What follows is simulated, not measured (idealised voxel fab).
The process module that follows is named voxel plated lines.
FYI the section here is cut, 155 nm wide, cells are 5 nm squares.
Format of a cross-section: grid, square cells. Given as bands. Order: top down. Band: one or more rows of cells. The band entry comprises the height of the band's top followed by the height of its bottom, expressed in nm, and subsequently the band's materials from left to right, each stated together with its width in nm. Where a single material is marked with the word "edge to edge", that material fills the band from edge to edge. The word "air" represents empty space. It should be noted that heights are counted from 0, beneath which the wafer as supplied is of one material throughout, and that the lowest band possesses no lower boundary but continues downward, as written in "0 and below". Read "30..40" as a graded width: first number on top, second number at the bottom, same change between each pair of neighbouring rows. Step note "everything unchanged" = no cross-section cell changed. Any empty space of 8 cells or more lacking an open way to the top shows up in "Closed void listing" as width x height at distance, distance from the left edge, in nm. On each step's line, the part that comes after the settings is the simulator's own comment on the step. overlay nm: step with mask; distance mask lay right of planned place; negative value = left of planned place.
-- Planned step list for the process
1,RECEIVE: material Si
2,CONFORMAL_DEP: material SiN, thk nm 15
3,DIRECTIONAL_DEP: material TiN, thk nm 5
4,PATTERN: tone open, mask id LINES, material resist, width nm 15, pitch nm 40, thk nm 25, overlay nm 0
5,EPI: material Ru, thk nm 10
6,EPI: material Ru, thk nm 5
7,STRIP: etch materials resist
8,DIRECTIONAL_ETCH: etch materials TiN, depth nm 5
9,CONFORMAL_DEP: material SiO2, thk nm 10
It is noted that the wafers described herein are identical at the outset and are distinguished by the width nm of step 4; the value stated in the plan corresponds to the first wafer.
-- This is how the first of several wafers looked in cross-section when it arrived, which is after step 1
> 0 and below: Si edge to edge
> Closed void listing: none
-- Below, a row for every wafer. Read it as the end-of-module picture: for each material the wafer shows its cells gained (+) or lost (-) since it was received, and then its closed voids
width nm 15, +18 Ru, +93 SiN, +94 SiO2, +6 TiN, Closed void listing: none
width nm 20, +24 Ru, +93 SiN, +94 SiO2, +8 TiN, Closed void listing: none
width nm 25, +30 Ru, +93 SiN, +90 SiO2, +10 TiN, Closed void listing: none
